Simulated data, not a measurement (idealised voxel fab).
Proc. module: voxel ribs on slabs
It is cross-section cut that appears here, measuring 240 nm in width, its square cells being 5 nm in size.
The cross-sections in this document take the form of a grid made of square cells. They are written out as bands, in order from top to bottom. Each band consists of one or more rows of cells.
Heights first: top, then bottom, in nm. Then materials, left to right, each with a width in nm. "all across" on a single material: fills the band edge to edge. "blank": empty space.
The reference from which all heights are counted is 0, the level beneath which the as-received wafer is entirely one material; the lowest band, having no lower bound, proceeds downward and is written after the example "0 nm and below".
Width spec "30->40" -> top row of cells at first value, bottom row at second value, equal per-row change in between.
For the purposes of this document, the phrase "left unchanged" attached to a step denotes that no cell within the cross-section was modified by that step.
Basically, "Non-vented voids" tells you about the enclosed voids: empty spaces with no open way to the top, 8 cells or bigger, each written width x height at distance, where distance is from the left edge, all in nm.
Formally, on a step line, whatever follows the settings is a remark that the simulator itself makes on the step.
When a step includes a mask, the "overlay nm" setting on its line states how far to the right of its planned place that mask lay, and negative values state how far to the left.

## Planned step list for the process
1 op RECEIVE | material Si
2 op DIRECTIONAL_DEP | material SiO2 | thk nm 30
3 op DIRECTIONAL_DEP | material SiN | thk nm 25
4 op DIRECTIONAL_DEP | material aC | thk nm 10
5 op PATTERN | tone cover | mask id RIB | material resist | width nm 25 | thk nm 25 | overlay nm 0
6 op DIRECTIONAL_ETCH | etch materials aC | depth nm 10
7 op STRIP | etch materials resist
8 op DIRECTIONAL_ETCH | etch materials SiN | depth nm 10
9 op STRIP | etch materials aC
10 op PATTERN | tone cover | mask id SLAB | material resist | width nm 85 | thk nm 20 | overlay nm 0
11 op DIRECTIONAL_ETCH | etch materials SiN | depth nm 15
12 op STRIP | etch materials resist
13 op FILL_DEP | material SiO2 | thk nm 30
14 op CMP | height nm 75
15 op DIRECTIONAL_DEP | material W | thk nm 10
16 op DIRECTIONAL_DEP | material aC | thk nm 15
17 op PATTERN | tone cover | mask id HEATER | material resist | width nm 35 | thk nm 35 | overlay nm 0
18 op DIRECTIONAL_ETCH | etch materials aC | depth nm 15
19 op STRIP | etch materials resist
20 op DIRECTIONAL_ETCH | etch materials W | depth nm 10
21 op STRIP | etch materials aC
22 op CONFORMAL_DEP | material SiN | thk nm 10

## Received-state cross-section, reflecting completion of step 1
* 0 nm and below = Si all across
* Non-vented voids: none

## The cross-section shown corresponds to the wafer at the conclusion of the module. The initial structure and the process plan are those presented above; however, one mistake occurred in executing the plan
* 95 nm to 85 nm = blank=90, then SiN=55, then blank=95
* 85 nm to 75 nm = SiN=100, then W=35, then SiN=105
* 75 nm to 25 nm = SiO2 all across
* 25 nm to 0 nm = SiN all across
* 0 nm and below = Si all across
* Non-vented voids: none
The plan and the run diverged here: the executed order of steps 2 and 3 is the reverse of that specified in the plan, each step having taken the other's position
